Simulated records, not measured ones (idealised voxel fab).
Proc. module: voxel gate over fins
The width of the displayed cross-section, cut, is 280 nm; its cells are square, with a size of 5 nm.
Bands, listed from the top down, are how a cross-section gets written in this document; the cross-section itself is a grid of square cells, and a band is one or more rows of them. Within each band entry, the heights of the top and of the bottom of the band appear first, in that order and in nm; the materials of the band then follow from left to right, each with its corresponding width in nm. The designation "everywhere" on a single material indicates that it fills the band from edge to edge; the designation "empty" indicates empty space. Counting heights begins at 0, where everything beneath is, in the wafer as received, one material. The lowest band has no bottom; it goes on downwards, as "0 down" shows. Graded width ("30..40"): value in top row of band = first number; value in bottom row = second number; row-to-row change constant. Reading "no change" for a step: not a cell of the cross-section changed in it. The entry "Enclosed void entries" lists the empty spaces that cover at least 8 cells and have no open path to the top. Each is written as width x height at distance, where the distance is measured from the left edge and all three values are in nm. That trailing text on a step's line, after the settings, is the simulator's own remark on the step. A step line may carry the setting "overlay nm", which, for steps involving a mask, states the distance by which the mask lay to the right of its intended position; negative values denote displacement to the left.
-- This section lists the process steps that were planned
1: RECEIVE with material Si
2: CONFORMAL_DEP with material SiN, thk nm 5
3: PATTERN with tone cover, mask id FINS, material resist, width nm 15, pitch nm 45, thk nm 20, overlay nm 0
4: DIRECTIONAL_ETCH with etch materials SiN, depth nm 5
5: DIRECTIONAL_ETCH with etch materials Si, depth nm 35
6: STRIP with etch materials resist
7: FILL_DEP with material SiO2, thk nm 15
8: CMP with height nm 5
9: SELECTIVE_ETCH with etch materials SiO2, depth nm 20
10: STRIP with etch materials SiN
11: CONFORMAL_DEP with material HfO2, thk nm 5
12: CONFORMAL_DEP with material TiN, thk nm 5
13: CONFORMAL_DEP with material TiAl, thk nm 5
14: CONFORMAL_DEP with material TiN, thk nm 5
15: FILL_DEP with material W, thk nm 10
16: CMP with height nm 25
17: CONFORMAL_DEP with material SiN, thk nm 10
-- Shown in cross-section is the wafer as received, that is, as it stands after step 1
* 0 down | Si everywhere
* Enclosed void entries: none
-- The first of two wafers, cross-sectioned at the end of the module, with the run proceeding as planned
* 35 to 25 | SiN everywhere
* 25 to 20 | W everywhere
* 20 to 15 | W: 90, then TiN: 100, then W: 90
* 15 to 10 | W: 90, then TiN: 5, then TiAl: 90, then TiN: 5, then W: 90
* 10 to 5 | W: 90, then TiN: 5, then TiAl: 5, then TiN: 35, then TiAl: 10, then TiN: 35, then TiAl: 5, then TiN: 5, then W: 90
* 5 to 0 | TiN: 95, then TiAl: 5, then TiN: 5, then HfO2: 25, then TiN: 5, then TiAl: 10, then TiN: 5, then HfO2: 25, then TiN: 5, then TiAl: 5, then TiN: 95
* 0 to -5 | TiAl: 100, then TiN: 5, then HfO2: 5, then Si: 15, then HfO2: 5, then TiN: 5, then TiAl: 10, then TiN: 5, then HfO2: 5, then Si: 15, then HfO2: 5, then TiN: 5, then TiAl: 100
* -5 to -10 | TiN: 105, then HfO2: 5, then Si: 15, then HfO2: 5, then TiN: 20, then HfO2: 5, then Si: 15, then HfO2: 5, then TiN: 105
* -10 to -15 | HfO2: 110, then Si: 15, then HfO2: 30, then Si: 15, then HfO2: 110
* -15 to -35 | SiO2: 110, then Si: 15, then SiO2: 30, then Si: 15, then SiO2: 110
* -35 down | Si everywhere
* Enclosed void entries: none
-- Module end: cross-section of wafer two of two. Same start and process plan as the first wafer. One mistake during execution
* 35 to 25 | SiN everywhere
* 25 to 20 | W everywhere
* 20 to 15 | TiN everywhere
* 15 to 10 | TiAl everywhere
* 10 to 5 | TiN everywhere
* 5 to 0 | HfO2: 115, then TiN: 5, then HfO2: 40, then TiN: 5, then HfO2: 115
* 0 to -10 | Si: 110, then HfO2: 5, then TiN: 5, then HfO2: 5, then Si: 30, then HfO2: 5, then TiN: 5, then HfO2: 5, then Si: 110
* -10 to -15 | Si: 110, then HfO2: 15, then Si: 30, then HfO2: 15, then Si: 110
* -15 to -35 | Si: 110, then SiO2: 15, then Si: 30, then SiO2: 15, then Si: 110
* -35 down | Si everywhere
* Enclosed void entries: none
Where did the run depart from the plan? note that step 3 departed from the planned setting and was carried out as PATTERN with tone open, mask id FINS, material resist, width nm 15, pitch nm 45, thk nm 20, overlay nm 0
Final comparison by cell count, materials where the second wafer has more or fewer than the first: +308 Si | -176 SiO2 | -12 TiAl | -12 TiN | -108 W
